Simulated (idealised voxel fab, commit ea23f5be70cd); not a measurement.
Presented below is a process module, voxel transistor to metal.
Square cells of 5 nm make up the cross-section cut, whose width is 195 nm.
Cross-section spec: square-cell grid; bands listed top down; each band is one or more rows. In this notation a band is specified by the heights of its top and bottom, in that order and in nm, after which its materials appear from left to right, each paired with its width in nm. The word "edge to edge" attached to a single material means that material fills the band from edge to edge; the word "empty" stands for empty space. Convention: height 0 is the level below which the wafer, as received, is all one material. The lowest band does not terminate at the bottom but continues downward, represented as "0 and below". The expression "30 to 40" gives the width at the extremes of the band, the first number at its top row of cells and the second at its bottom row, with the width changing by equal amounts from each row to the next in between. "nothing was modified" -> step changed no cross-section cell. "Fully closed voids" means: voids of 8 cells or more that are shut off from the top with no open way through. Written width x height at distance, distance from the left edge, in nm. Whatever follows a step's settings on its line is a remark the simulator itself makes about that step. overlay nm: mask offset rightward from planned place, masked step; negative means leftward offset. From here on the document is pairs. In a pair, the cross-section before one process step comes with the cross-section after it, and the latter goes no deeper than the lowest band that changed. What lies in between, the step and its settings, is written under the pair. A pair may be from a different run of this module on the same starting wafer than the pair above it, so it continues from that pair only where its entry headed "Incoming structure" says so.
Incoming structure
* 60 down to 45 = SiO2 50 nm; empty 15 nm; SiO2 65 nm; empty 15 nm; SiO2 50 nm
* 45 down to 40 = SiCN 50 nm; empty 15 nm; SiCN 65 nm; empty 15 nm; SiCN 50 nm
* 40 down to 30 = W edge to edge
* 30 down to 25 = TiN 55 nm; W 5 nm; TiN 75 nm; W 5 nm; TiN 55 nm
* 25 down to 15 = SiO2 50 nm; TiN 5 nm; W 5 nm; TiN 5 nm; SiO2 65 nm; TiN 5 nm; W 5 nm; TiN 5 nm; SiO2 50 nm
* 15 down to 0 = SiO2 50 nm; TiN 5 nm; W 5 nm; TiN 5 nm; SiO2 5 nm; SiN 10 nm; HfO2 5 nm; TiN 5 nm; W 15 nm; TiN 5 nm; HfO2 5 nm; SiN 10 nm; SiO2 5 nm; TiN 5 nm; W 5 nm; TiN 5 nm; SiO2 50 nm
* 0 down to -5 = SiO2 50 nm; TiN 15 nm; SiO2 5 nm; SiN 10 nm; HfO2 5 nm; TiN 25 nm; HfO2 5 nm; SiN 10 nm; SiO2 5 nm; TiN 15 nm; SiO2 50 nm
* -5 down to -10 = SiO2 35 nm; SiGe 35 nm; SiO2 5 nm; HfO2 45 nm; SiO2 5 nm; SiGe 35 nm; SiO2 35 nm
* -10 down to -35 = SiO2 40 nm; Si 115 nm; SiO2 40 nm
* -35 and below = Si edge to edge
* Fully closed voids: none
Cut View, Post-Step
* 65 down to 60 = TiN 55 nm; empty 5 nm; TiN 75 nm; empty 5 nm; TiN 55 nm
* 60 down to 45 = SiO2 50 nm; TiN 5 nm; empty 5 nm; TiN 5 nm; SiO2 65 nm; TiN 5 nm; empty 5 nm; TiN 5 nm; SiO2 50 nm
* 45 down to 40 = SiCN 50 nm; TiN 15 nm; SiCN 65 nm; TiN 15 nm; SiCN 50 nm
* At heights below 40, the structure remains unaltered.
* Fully closed voids: none
It is this step that lies between the two cross-sections above: op CONFORMAL_DEP | material TiN | thk nm 5
Incoming structure: Reference is made to the cross-section shown after the step in the pair directly above, which represents the state prior to this step.
Cut View, Post-Step
* 75 down to 65 = W edge to edge
* 65 down to 60 = TiN 55 nm; W 5 nm; TiN 75 nm; W 5 nm; TiN 55 nm
* 60 down to 45 = SiO2 50 nm; TiN 5 nm; W 5 nm; TiN 5 nm; SiO2 65 nm; TiN 5 nm; W 5 nm; TiN 5 nm; SiO2 50 nm
* At heights below 45, the structure remains unaltered.
* Fully closed voids: none
It is this step that lies between the two cross-sections above: op FILL_DEP | material W | thk nm 10
Incoming structure: Reference is made to the cross-section shown after the step in the pair directly above, which represents the state prior to this step.
Cut View, Post-Step
* 45 down to 40 = SiCN 50 nm; TiN 15 nm; SiCN 65 nm; TiN 15 nm; SiCN 50 nm
* At heights below 40, the structure remains unaltered.
* Fully closed voids: none
It is this step that lies between the two cross-sections above: op CMP | height nm 45
Incoming structure: Reference is made to the cross-section shown after the step in the pair directly above, which represents the state prior to this step.
Cut View, Post-Step
* 50 down to 45 = SiCN edge to edge
* At heights below 45, the structure remains unaltered.
* Fully closed voids: none
It is this step that lies between the two cross-sections above: op CONFORMAL_DEP | material SiCN | thk nm 5
Incoming structure: Reference is made to the cross-section shown after the step in the pair directly above, which represents the state prior to this step.
Cut View, Post-Step
* 85 down to 50 = SiO2 edge to edge
* At heights below 50, the structure remains unaltered.
* Fully closed voids: none
It is this step that lies between the two cross-sections above: op DIRECTIONAL_DEP | material SiO2 | thk nm 35
Incoming structure: Reference is made to the cross-section shown after the step in the pair directly above, which represents the state prior to this step.
Cut View, Post-Step
* 85 down to 65 = SiO2 50 nm; empty 15 nm; SiO2 65 nm; empty 15 nm; SiO2 50 nm
* At heights below 65, the structure remains unaltered.
* Fully closed voids: none
It is this step that lies between the two cross-sections above: op MASKED_ETCH | tone open | mask id METAL_2 | width nm 15 | pitch nm 80 | etch materials SiO2 | depth nm 20 | overlay nm 0
Incoming structure: Reference is made to the cross-section shown after the step in the pair directly above, which represents the state prior to this step.
Cut View, Post-Step
* 100 down to 85 = aC 50 nm; empty 15 nm; aC 65 nm; empty 15 nm; aC 50 nm
* 85 down to 80 = SiO2 50 nm; empty 15 nm; SiO2 65 nm; empty 15 nm; SiO2 50 nm
* 80 down to 65 = SiO2 50 nm; aC 15 nm; SiO2 65 nm; aC 15 nm; SiO2 50 nm
* At heights below 65, the structure remains unaltered.
* Fully closed voids: none
It is this step that lies between the two cross-sections above: op DIRECTIONAL_DEP | material aC | thk nm 15
Incoming structure: Reference is made to the cross-section shown after the step in the pair directly above, which represents the state prior to this step.
Cut View, Post-Step
* 130 down to 100 = resist 50 nm; empty 15 nm; resist 65 nm; empty 15 nm; resist 50 nm
* At heights below 100, the structure remains unaltered.
* Fully closed voids: none
It is this step that lies between the two cross-sections above: op PATTERN | tone open | mask id METAL_2_HOLES | material resist | width nm 15 | pitch nm 80 | thk nm 30 | overlay nm 0
Incoming structure: Reference is made to the cross-section shown after the step in the pair directly above, which represents the state prior to this step.
Cut View, Post-Step
* 115 down to 100 = resist 50 nm; empty 15 nm; resist 65 nm; empty 15 nm; resist 50 nm
* 100 down to 85 = aC 50 nm; empty 15 nm; aC 65 nm; empty 15 nm; aC 50 nm
* 85 down to 65 = SiO2 50 nm; empty 15 nm; SiO2 65 nm; empty 15 nm; SiO2 50 nm
* At heights below 65, the structure remains unaltered.
* Fully closed voids: none
It is this step that lies between the two cross-sections above: op DIRECTIONAL_ETCH | etch materials aC | depth nm 15
Incoming structure: Reference is made to the cross-section shown after the step in the pair directly above, which represents the state prior to this step.
Cut View, Post-Step
* 100 down to 85 = aC 50 nm; empty 15 nm; aC 65 nm; empty 15 nm; aC 50 nm
* At heights below 85, the structure remains unaltered.
* Fully closed voids: none
It is this step that lies between the two cross-sections above: op STRIP | etch materials resist
Incoming structure: Reference is made to the cross-section shown after the step in the pair directly above, which represents the state prior to this step.
Cut View, Post-Step
* 100 down to 85 = aC 50 nm; empty 15 nm; aC 65 nm; empty 15 nm; aC 50 nm
* 85 down to 50 = SiO2 50 nm; empty 15 nm; SiO2 65 nm; empty 15 nm; SiO2 50 nm
* At heights below 50, the structure remains unaltered.
* Fully closed voids: none
It is this step that lies between the two cross-sections above: op DIRECTIONAL_ETCH | etch materials SiO2 | depth nm 15
Incoming structure: Reference is made to the cross-section shown after the step in the pair directly above, which represents the state prior to this step.
Cut View, Post-Step
* 100 down to 85 = aC 50 nm; empty 15 nm; aC 65 nm; empty 15 nm; aC 50 nm
* 85 down to 50 = SiO2 50 nm; empty 15 nm; SiO2 65 nm; empty 15 nm; SiO2 50 nm
* 50 down to 45 = SiCN 50 nm; empty 15 nm; SiCN 65 nm; empty 15 nm; SiCN 50 nm
* At heights below 45, the structure remains unaltered.
* Fully closed voids: none
It is this step that lies between the two cross-sections above: op DIRECTIONAL_ETCH | etch materials SiCN | depth nm 5
Incoming structure: Reference is made to the cross-section shown after the step in the pair directly above, which represents the state prior to this step.
Cut View, Post-Step
* 85 down to 50 = SiO2 50 nm; empty 15 nm; SiO2 65 nm; empty 15 nm; SiO2 50 nm
* At heights below 50, the structure remains unaltered.
* Fully closed voids: none
It is this step that lies between the two cross-sections above: op STRIP | etch materials aC
Incoming structure: Reference is made to the cross-section shown after the step in the pair directly above, which represents the state prior to this step.
Cut View, Post-Step
* 90 down to 85 = TiN 55 nm; empty 5 nm; TiN 75 nm; empty 5 nm; TiN 55 nm
* 85 down to 50 = SiO2 50 nm; TiN 5 nm; empty 5 nm; TiN 5 nm; SiO2 65 nm; TiN 5 nm; empty 5 nm; TiN 5 nm; SiO2 50 nm
* 50 down to 40 = SiCN 50 nm; TiN 15 nm; SiCN 65 nm; TiN 15 nm; SiCN 50 nm
* At heights below 40, the structure remains unaltered.
* Fully closed voids: none
It is this step that lies between the two cross-sections above: op CONFORMAL_DEP | material TiN | thk nm 5
Incoming structure: Reference is made to the cross-section shown after the step in the pair directly above, which represents the state prior to this step.
Cut View, Post-Step
* 100 down to 90 = Ru edge to edge
* 90 down to 85 = TiN 55 nm; Ru 5 nm; TiN 75 nm; Ru 5 nm; TiN 55 nm
* 85 down to 50 = SiO2 50 nm; TiN 5 nm; Ru 5 nm; TiN 5 nm; SiO2 65 nm; TiN 5 nm; Ru 5 nm; TiN 5 nm; SiO2 50 nm
* At heights below 50, the structure remains unaltered.
* Fully closed voids: none
It is this step that lies between the two cross-sections above: op FILL_DEP | material Ru | thk nm 10
Incoming structure: Reference is made to the cross-section shown after the step in the pair directly above, which represents the state prior to this step.
Cut View, Post-Step
* 85 down to 50 = SiO2 50 nm; TiN 5 nm; Ru 5 nm; TiN 5 nm; SiO2 65 nm; TiN 5 nm; Ru 5 nm; TiN 5 nm; SiO2 50 nm
* At heights below 50, the structure remains unaltered.
* Fully closed voids: none
It is this step that lies between the two cross-sections above: op CMP | height nm 85
Incoming structure: Reference is made to the cross-section shown after the step in the pair directly above, which represents the state prior to this step.
Cut View, Post-Step
* 90 down to 85 = SiN edge to edge
* At heights below 85, the structure remains unaltered.
* Fully closed voids: none
It is this step that lies between the two cross-sections above: op CONFORMAL_DEP | material SiN | thk nm 5
Incoming structure
* 10 down to 0 = empty 40 nm; SiN 115 nm; empty 40 nm
* 0 down to -5 = empty 40 nm; SiO2 115 nm; empty 40 nm
* -5 down to -35 = empty 40 nm; Si 115 nm; empty 40 nm
* -35 and below = Si edge to edge
* Fully closed voids: none
Cut View, Post-Step
* 10 down to 0 = empty 40 nm; SiN 115 nm; empty 40 nm
* 0 down to -5 = empty 40 nm; SiO2 115 nm; empty 40 nm
* -5 down to -65 = empty 40 nm; Si 115 nm; empty 40 nm
* At heights below -65, the structure remains unaltered.
* Fully closed voids: none
It is this step that lies between the two cross-sections above: op MASKED_ETCH | tone cover | mask id ACTIVE | width nm 115 | etch materials Si | depth nm 30 | overlay nm 0
Incoming structure: Reference is made to the cross-section shown after the step in the pair directly above, which represents the state prior to this step.
Cut View, Post-Step
* 25 down to 10 = SiO2 edge to edge
* 10 down to 0 = SiO2 40 nm; SiN 115 nm; SiO2 40 nm
* 0 down to -5 = SiO2 edge to edge
* -5 down to -65 = SiO2 40 nm; Si 115 nm; SiO2 40 nm
* At heights below -65, the structure remains unaltered.
* Fully closed voids: none
It is this step that lies between the two cross-sections above: op FILL_DEP | material SiO2 | thk nm 15
Incoming structure: Reference is made to the cross-section shown after the step in the pair directly above, which represents the state prior to this step.
Cut View, Post-Step
* 10 down to 0 = SiO2 40 nm; SiN 115 nm; SiO2 40 nm
* At heights below 0, the structure remains unaltered.
* Fully closed voids: none
It is this step that lies between the two cross-sections above: op CMP | height nm 10
Incoming structure: Reference is made to the cross-section shown after the step in the pair directly above, which represents the state prior to this step.
Cut View, Post-Step
* 10 down to 0 = empty 40 nm; SiN 115 nm; empty 40 nm
* At heights below 0, the structure remains unaltered.
* Fully closed voids: none
It is this step that lies between the two cross-sections above: op SELECTIVE_ETCH | etch materials SiO2 | depth nm 10
Incoming structure: Reference is made to the cross-section shown after the step in the pair directly above, which represents the state prior to this step.
Cut View, Post-Step
* 0 down to -5 = SiO2 edge to edge
* At heights below -5, the structure remains unaltered.
* Fully closed voids: none
It is this step that lies between the two cross-sections above: op STRIP | etch materials SiN
Incoming structure: Reference is made to the cross-section shown after the step in the pair directly above, which represents the state prior to this step.
Cut View, Post-Step
* -5 down to -65 = SiO2 40 nm; Si 115 nm; SiO2 40 nm
* At heights below -65, the structure remains unaltered.
* Fully closed voids: none
It is this step that lies between the two cross-sections above: op SELECTIVE_ETCH | etch materials SiO2 | depth nm 5
Incoming structure: Reference is made to the cross-section shown after the step in the pair directly above, which represents the state prior to this step.
Cut View, Post-Step
* -5 down to -10 = SiO2 edge to edge
* At heights below -10, the structure remains unaltered.
* Fully closed voids: none
It is this step that lies between the two cross-sections above: op OXIDIZE | depth nm 5
Incoming structure: Reference is made to the cross-section shown after the step in the pair directly above, which represents the state prior to this step.
Cut View, Post-Step
* 20 down to -5 = polySi edge to edge
* At heights below -5, the structure remains unaltered.
* Fully closed voids: none
It is this step that lies between the two cross-sections above: op DIRECTIONAL_DEP | material polySi | thk nm 25
Incoming structure: Reference is made to the cross-section shown after the step in the pair directly above, which represents the state prior to this step.
Cut View, Post-Step
* 35 down to 20 = SiCN edge to edge
* At heights below 20, the structure remains unaltered.
* Fully closed voids: none
It is this step that lies between the two cross-sections above: op DIRECTIONAL_DEP | material SiCN | thk nm 15
Incoming structure: Reference is made to the cross-section shown after the step in the pair directly above, which represents the state prior to this step.
Cut View, Post-Step
* 50 down to 35 = empty 80 nm; resist 35 nm; empty 80 nm
* At heights below 35, the structure remains unaltered.
* Fully closed voids: none
It is this step that lies between the two cross-sections above: op PATTERN | tone cover | mask id GATE | material resist | width nm 35 | thk nm 15 | overlay nm 0
Incoming structure: Reference is made to the cross-section shown after the step in the pair directly above, which represents the state prior to this step.
Cut View, Post-Step
* 50 down to 35 = empty 80 nm; resist 35 nm; empty 80 nm
* 35 down to 20 = empty 80 nm; SiCN 35 nm; empty 80 nm
* At heights below 20, the structure remains unaltered.
* Fully closed voids: none
It is this step that lies between the two cross-sections above: op DIRECTIONAL_ETCH | etch materials SiCN | depth nm 25
Incoming structure: Reference is made to the cross-section shown after the step in the pair directly above, which represents the state prior to this step.
Cut View, Post-Step
* 50 down to 35 = empty 80 nm; resist 35 nm; empty 80 nm
* 35 down to 20 = empty 80 nm; SiCN 35 nm; empty 80 nm
* 20 down to -5 = empty 80 nm; polySi 35 nm; empty 80 nm
* At heights below -5, the structure remains unaltered.
* Fully closed voids: none
It is this step that lies between the two cross-sections above: op DIRECTIONAL_ETCH | etch materials polySi | depth nm 35
Incoming structure: Reference is made to the cross-section shown after the step in the pair directly above, which represents the state prior to this step.
Cut View, Post-Step
* 35 down to 20 = empty 80 nm; SiCN 35 nm; empty 80 nm
* At heights below 20, the structure remains unaltered.
* Fully closed voids: none
It is this step that lies between the two cross-sections above: op STRIP | etch materials resist
Incoming structure: Reference is made to the cross-section shown after the step in the pair directly above, which represents the state prior to this step.
Cut View, Post-Step
* 45 down to 35 = empty 70 nm; SiN 55 nm; empty 70 nm
* 35 down to 20 = empty 70 nm; SiN 10 nm; SiCN 35 nm; SiN 10 nm; empty 70 nm
* 20 down to 5 = empty 70 nm; SiN 10 nm; polySi 35 nm; SiN 10 nm; empty 70 nm
* 5 down to -5 = SiN 80 nm; polySi 35 nm; SiN 80 nm
* At heights below -5, the structure remains unaltered.
* Fully closed voids: none
It is this step that lies between the two cross-sections above: op CONFORMAL_DEP | material SiN | thk nm 10
Incoming structure: Reference is made to the cross-section shown after the step in the pair directly above, which represents the state prior to this step.
Cut View, Post-Step
* 35 down to 20 = empty 70 nm; SiN 10 nm; SiCN 35 nm; SiN 10 nm; empty 70 nm
* 20 down to -5 = empty 70 nm; SiN 10 nm; polySi 35 nm; SiN 10 nm; empty 70 nm
* At heights below -5, the structure remains unaltered.
* Fully closed voids: none
It is this step that lies between the two cross-sections above: op DIRECTIONAL_ETCH | etch materials SiN | depth nm 10
Incoming structure: Reference is made to the cross-section shown after the step in the pair directly above, which represents the state prior to this step.
Cut View, Post-Step
* 35 down to 20 = empty 70 nm; SiN 10 nm; SiCN 35 nm; SiN 10 nm; empty 70 nm
* 20 down to -5 = empty 70 nm; SiN 10 nm; polySi 35 nm; SiN 10 nm; empty 70 nm
* -5 down to -10 = empty 70 nm; SiO2 55 nm; empty 70 nm
* At heights below -10, the structure remains unaltered.
* Fully closed voids: none
It is this step that lies between the two cross-sections above: op DIRECTIONAL_ETCH | etch materials SiO2 | depth nm 5
Incoming structure: Reference is made to the cross-section shown after the step in the pair directly above, which represents the state prior to this step.
Cut View, Post-Step
* 35 down to 20 = empty 70 nm; SiN 10 nm; SiCN 35 nm; SiN 10 nm; empty 70 nm
* 20 down to -5 = empty 70 nm; SiN 10 nm; polySi 35 nm; SiN 10 nm; empty 70 nm
* -5 down to -10 = empty 35 nm; SiGe 35 nm; SiO2 55 nm; SiGe 35 nm; empty 35 nm
* At heights below -10, the structure remains unaltered.
* Fully closed voids: none
It is this step that lies between the two cross-sections above: op EPI | material SiGe | thk nm 5
Incoming structure: Reference is made to the cross-section shown after the step in the pair directly above, which represents the state prior to this step.
Cut View, Post-Step
* 40 down to 35 = SiO2 edge to edge
* 35 down to 20 = SiO2 70 nm; SiN 10 nm; SiCN 35 nm; SiN 10 nm; SiO2 70 nm
* 20 down to -5 = SiO2 70 nm; SiN 10 nm; polySi 35 nm; SiN 10 nm; SiO2 70 nm
* -5 down to -10 = SiO2 35 nm; SiGe 35 nm; SiO2 55 nm; SiGe 35 nm; SiO2 35 nm
* At heights below -10, the structure remains unaltered.
* Fully closed voids: none
It is this step that lies between the two cross-sections above: op FILL_DEP | material SiO2 | thk nm 5
Incoming structure: Reference is made to the cross-section shown after the step in the pair directly above, which represents the state prior to this step.
Cut View, Post-Step
* 20 down to -5 = SiO2 70 nm; SiN 10 nm; polySi 35 nm; SiN 10 nm; SiO2 70 nm
* At heights below -5, the structure remains unaltered.
* Fully closed voids: none
It is this step that lies between the two cross-sections above: op CMP | height nm 20
Incoming structure: Reference is made to the cross-section shown after the step in the pair directly above, which represents the state prior to this step.
Cut View, Post-Step
* 20 down to -5 = SiO2 70 nm; SiN 10 nm; empty 35 nm; SiN 10 nm; SiO2 70 nm
* At heights below -5, the structure remains unaltered.
* Fully closed voids: none
It is this step that lies between the two cross-sections above: op STRIP | etch materials polySi
Incoming structure: Reference is made to the cross-section shown after the step in the pair directly above, which represents the state prior to this step.
Cut View, Post-Step
* 20 down to 15 = empty 70 nm; SiN 10 nm; empty 35 nm; SiN 10 nm; empty 70 nm
* 15 down to -5 = SiO2 70 nm; SiN 10 nm; empty 35 nm; SiN 10 nm; SiO2 70 nm
* -5 down to -10 = SiO2 35 nm; SiGe 35 nm; SiO2 5 nm; empty 45 nm; SiO2 5 nm; SiGe 35 nm; SiO2 35 nm
* At heights below -10, the structure remains unaltered.
* Fully closed voids: none
It is this step that lies between the two cross-sections above: op SELECTIVE_ETCH | etch materials SiO2 | depth nm 5
Incoming structure: Reference is made to the cross-section shown after the step in the pair directly above, which represents the state prior to this step.
Cut View, Post-Step
* 25 down to 20 = empty 65 nm; HfO2 20 nm; empty 25 nm; HfO2 20 nm; empty 65 nm
* 20 down to 15 = HfO2 70 nm; SiN 10 nm; HfO2 5 nm; empty 25 nm; HfO2 5 nm; SiN 10 nm; HfO2 70 nm
* 15 down to -5 = SiO2 70 nm; SiN 10 nm; HfO2 5 nm; empty 25 nm; HfO2 5 nm; SiN 10 nm; SiO2 70 nm
* -5 down to -10 = SiO2 35 nm; SiGe 35 nm; SiO2 5 nm; HfO2 45 nm; SiO2 5 nm; SiGe 35 nm; SiO2 35 nm
* At heights below -10, the structure remains unaltered.
* Fully closed voids: none
It is this step that lies between the two cross-sections above: op CONFORMAL_DEP | material HfO2 | thk nm 5
Incoming structure: Reference is made to the cross-section shown after the step in the pair directly above, which represents the state prior to this step.
Cut View, Post-Step
* 30 down to 25 = empty 60 nm; TiN 30 nm; empty 15 nm; TiN 30 nm; empty 60 nm
* 25 down to 20 = TiN 65 nm; HfO2 20 nm; TiN 5 nm; empty 15 nm; TiN 5 nm; HfO2 20 nm; TiN 65 nm
* 20 down to 15 = HfO2 70 nm; SiN 10 nm; HfO2 5 nm; TiN 5 nm; empty 15 nm; TiN 5 nm; HfO2 5 nm; SiN 10 nm; HfO2 70 nm
* 15 down to 0 = SiO2 70 nm; SiN 10 nm; HfO2 5 nm; TiN 5 nm; empty 15 nm; TiN 5 nm; HfO2 5 nm; SiN 10 nm; SiO2 70 nm
* 0 down to -5 = SiO2 70 nm; SiN 10 nm; HfO2 5 nm; TiN 25 nm; HfO2 5 nm; SiN 10 nm; SiO2 70 nm
* At heights below -5, the structure remains unaltered.
* Fully closed voids: none
It is this step that lies between the two cross-sections above: op CONFORMAL_DEP | material TiN | thk nm 5
Incoming structure: Reference is made to the cross-section shown after the step in the pair directly above, which represents the state prior to this step.
Cut View, Post-Step
* 40 down to 30 = W edge to edge
* 30 down to 25 = W 60 nm; TiN 30 nm; W 15 nm; TiN 30 nm; W 60 nm
* 25 down to 20 = TiN 65 nm; HfO2 20 nm; TiN 5 nm; W 15 nm; TiN 5 nm; HfO2 20 nm; TiN 65 nm
* 20 down to 15 = HfO2 70 nm; SiN 10 nm; HfO2 5 nm; TiN 5 nm; W 15 nm; TiN 5 nm; HfO2 5 nm; SiN 10 nm; HfO2 70 nm
* 15 down to 0 = SiO2 70 nm; SiN 10 nm; HfO2 5 nm; TiN 5 nm; W 15 nm; TiN 5 nm; HfO2 5 nm; SiN 10 nm; SiO2 70 nm
* At heights below 0, the structure remains unaltered.
* Fully closed voids: none
It is this step that lies between the two cross-sections above: op FILL_DEP | material W | thk nm 10
Incoming structure: Reference is made to the cross-section shown after the step in the pair directly above, which represents the state prior to this step.
Cut View, Post-Step
* 15 down to 0 = SiO2 70 nm; SiN 10 nm; HfO2 5 nm; TiN 5 nm; W 15 nm; TiN 5 nm; HfO2 5 nm; SiN 10 nm; SiO2 70 nm
* At heights below 0, the structure remains unaltered.
* Fully closed voids: none
It is this step that lies between the two cross-sections above: op CMP | height nm 15
Incoming structure: Reference is made to the cross-section shown after the step in the pair directly above, which represents the state prior to this step.
Cut View, Post-Step
* 25 down to 15 = SiO2 edge to edge
* At heights below 15, the structure remains unaltered.
* Fully closed voids: none
It is this step that lies between the two cross-sections above: op DIRECTIONAL_DEP | material SiO2 | thk nm 10
Incoming structure: Reference is made to the cross-section shown after the step in the pair directly above, which represents the state prior to this step.
Cut View, Post-Step
* 25 down to 15 = SiO2 50 nm; empty 15 nm; SiO2 65 nm; empty 15 nm; SiO2 50 nm
* 15 down to 0 = SiO2 50 nm; empty 15 nm; SiO2 5 nm; SiN 10 nm; HfO2 5 nm; TiN 5 nm; W 15 nm; TiN 5 nm; HfO2 5 nm; SiN 10 nm; SiO2 5 nm; empty 15 nm; SiO2 50 nm
* 0 down to -5 = SiO2 50 nm; empty 15 nm; SiO2 5 nm; SiN 10 nm; HfO2 5 nm; TiN 25 nm; HfO2 5 nm; SiN 10 nm; SiO2 5 nm; empty 15 nm; SiO2 50 nm
* At heights below -5, the structure remains unaltered.
* Fully closed voids: none
It is this step that lies between the two cross-sections above: op MASKED_ETCH | tone open | mask id CONTACT | width nm 15 | pitch nm 80 | etch materials SiO2 | depth nm 30 | overlay nm 0
Incoming structure: Reference is made to the cross-section shown after the step in the pair directly above, which represents the state prior to this step.
Cut View, Post-Step
* 30 down to 25 = TiN 55 nm; empty 5 nm; TiN 75 nm; empty 5 nm; TiN 55 nm
* 25 down to 15 = SiO2 50 nm; TiN 5 nm; empty 5 nm; TiN 5 nm; SiO2 65 nm; TiN 5 nm; empty 5 nm; TiN 5 nm; SiO2 50 nm
* 15 down to 0 = SiO2 50 nm; TiN 5 nm; empty 5 nm; TiN 5 nm; SiO2 5 nm; SiN 10 nm; HfO2 5 nm; TiN 5 nm; W 15 nm; TiN 5 nm; HfO2 5 nm; SiN 10 nm; SiO2 5 nm; TiN 5 nm; empty 5 nm; TiN 5 nm; SiO2 50 nm
* 0 down to -5 = SiO2 50 nm; TiN 15 nm; SiO2 5 nm; SiN 10 nm; HfO2 5 nm; TiN 25 nm; HfO2 5 nm; SiN 10 nm; SiO2 5 nm; TiN 15 nm; SiO2 50 nm
* At heights below -5, the structure remains unaltered.
* Fully closed voids: none
It is this step that lies between the two cross-sections above: op CONFORMAL_DEP | material TiN | thk nm 5
Incoming structure: Reference is made to the cross-section shown after the step in the pair directly above, which represents the state prior to this step.
Cut View, Post-Step
* 40 down to 30 = W edge to edge
* 30 down to 25 = TiN 55 nm; W 5 nm; TiN 75 nm; W 5 nm; TiN 55 nm
* 25 down to 15 = SiO2 50 nm; TiN 5 nm; W 5 nm; TiN 5 nm; SiO2 65 nm; TiN 5 nm; W 5 nm; TiN 5 nm; SiO2 50 nm
* 15 down to 0 = SiO2 50 nm; TiN 5 nm; W 5 nm; TiN 5 nm; SiO2 5 nm; SiN 10 nm; HfO2 5 nm; TiN 5 nm; W 15 nm; TiN 5 nm; HfO2 5 nm; SiN 10 nm; SiO2 5 nm; TiN 5 nm; W 5 nm; TiN 5 nm; SiO2 50 nm
* At heights below 0, the structure remains unaltered.
* Fully closed voids: none
It is this step that lies between the two cross-sections above: op FILL_DEP | material W | thk nm 10
Incoming structure: Reference is made to the cross-section shown after the step in the pair directly above, which represents the state prior to this step.
Cut View, Post-Step
* 25 down to 15 = SiO2 50 nm; TiN 5 nm; W 5 nm; TiN 5 nm; SiO2 65 nm; TiN 5 nm; W 5 nm; TiN 5 nm; SiO2 50 nm
* At heights below 15, the structure remains unaltered.
* Fully closed voids: none
It is this step that lies between the two cross-sections above: op CMP | height nm 25
Incoming structure: Reference is made to the cross-section shown after the step in the pair directly above, which represents the state prior to this step.
Cut View, Post-Step
* 30 down to 25 = SiCN edge to edge
* At heights below 25, the structure remains unaltered.
* Fully closed voids: none
It is this step that lies between the two cross-sections above: op CONFORMAL_DEP | material SiCN | thk nm 5
Incoming structure: Reference is made to the cross-section shown after the step in the pair directly above, which represents the state prior to this step.
Cut View, Post-Step
* 45 down to 30 = SiO2 edge to edge
* At heights below 30, the structure remains unaltered.
* Fully closed voids: none
It is this step that lies between the two cross-sections above: op DIRECTIONAL_DEP | material SiO2 | thk nm 15
Incoming structure: Reference is made to the cross-section shown after the step in the pair directly above, which represents the state prior to this step.
Cut View, Post-Step
* 45 down to 30 = SiO2 50 nm; empty 15 nm; SiO2 65 nm; empty 15 nm; SiO2 50 nm
* At heights below 30, the structure remains unaltered.
* Fully closed voids: none
It is this step that lies between the two cross-sections above: op MASKED_ETCH | tone open | mask id METAL_1 | width nm 15 | pitch nm 80 | etch materials SiO2 | depth nm 15 | overlay nm 0
Incoming structure: Reference is made to the cross-section shown after the step in the pair directly above, which represents the state prior to this step.
Cut View, Post-Step
* 45 down to 30 = SiO2 50 nm; empty 15 nm; SiO2 65 nm; empty 15 nm; SiO2 50 nm
* 30 down to 25 = SiCN 50 nm; empty 15 nm; SiCN 65 nm; empty 15 nm; SiCN 50 nm
* At heights below 25, the structure remains unaltered.
* Fully closed voids: none
It is this step that lies between the two cross-sections above: op MASKED_ETCH | tone open | mask id METAL_1 | width nm 15 | pitch nm 80 | etch materials SiCN | depth nm 5 | overlay nm 0
Incoming structure: Reference is made to the cross-section shown after the step in the pair directly above, which represents the state prior to this step.
Cut View, Post-Step
* 50 down to 45 = TiN 55 nm; empty 5 nm; TiN 75 nm; empty 5 nm; TiN 55 nm
* 45 down to 30 = SiO2 50 nm; TiN 5 nm; empty 5 nm; TiN 5 nm; SiO2 65 nm; TiN 5 nm; empty 5 nm; TiN 5 nm; SiO2 50 nm
* 30 down to 25 = SiCN 50 nm; TiN 15 nm; SiCN 65 nm; TiN 15 nm; SiCN 50 nm
* At heights below 25, the structure remains unaltered.
* Fully closed voids: none
It is this step that lies between the two cross-sections above: op CONFORMAL_DEP | material TiN | thk nm 5
Incoming structure: Reference is made to the cross-section shown after the step in the pair directly above, which represents the state prior to this step.
Cut View, Post-Step
* 60 down to 50 = W edge to edge
* 50 down to 45 = TiN 55 nm; W 5 nm; TiN 75 nm; W 5 nm; TiN 55 nm
* 45 down to 30 = SiO2 50 nm; TiN 5 nm; W 5 nm; TiN 5 nm; SiO2 65 nm; TiN 5 nm; W 5 nm; TiN 5 nm; SiO2 50 nm
* At heights below 30, the structure remains unaltered.
* Fully closed voids: none
It is this step that lies between the two cross-sections above: op FILL_DEP | material W | thk nm 10
Incoming structure: Reference is made to the cross-section shown after the step in the pair directly above, which represents the state prior to this step.
Cut View, Post-Step
* 45 down to 30 = SiO2 50 nm; TiN 5 nm; W 5 nm; TiN 5 nm; SiO2 65 nm; TiN 5 nm; W 5 nm; TiN 5 nm; SiO2 50 nm
* At heights below 30, the structure remains unaltered.
* Fully closed voids: none
It is this step that lies between the two cross-sections above: op CMP | height nm 45
Incoming structure: Reference is made to the cross-section shown after the step in the pair directly above, which represents the state prior to this step.
Cut View, Post-Step
* 50 down to 45 = SiCN edge to edge
* At heights below 45, the structure remains unaltered.
* Fully closed voids: none
It is this step that lies between the two cross-sections above: op CONFORMAL_DEP | material SiCN | thk nm 5
Incoming structure: Reference is made to the cross-section shown after the step in the pair directly above, which represents the state prior to this step.
Cut View, Post-Step
* 85 down to 50 = SiO2 edge to edge
* At heights below 50, the structure remains unaltered.
* Fully closed voids: none
It is this step that lies between the two cross-sections above: op DIRECTIONAL_DEP | material SiO2 | thk nm 35
Incoming structure: Reference is made to the cross-section shown after the step in the pair directly above, which represents the state prior to this step.
Cut View, Post-Step
* 85 down to 65 = SiO2 50 nm; empty 15 nm; SiO2 65 nm; empty 15 nm; SiO2 50 nm
* At heights below 65, the structure remains unaltered.
* Fully closed voids: none
It is this step that lies between the two cross-sections above: op MASKED_ETCH | tone open | mask id METAL_2 | width nm 15 | pitch nm 80 | etch materials SiO2 | depth nm 20 | overlay nm 0
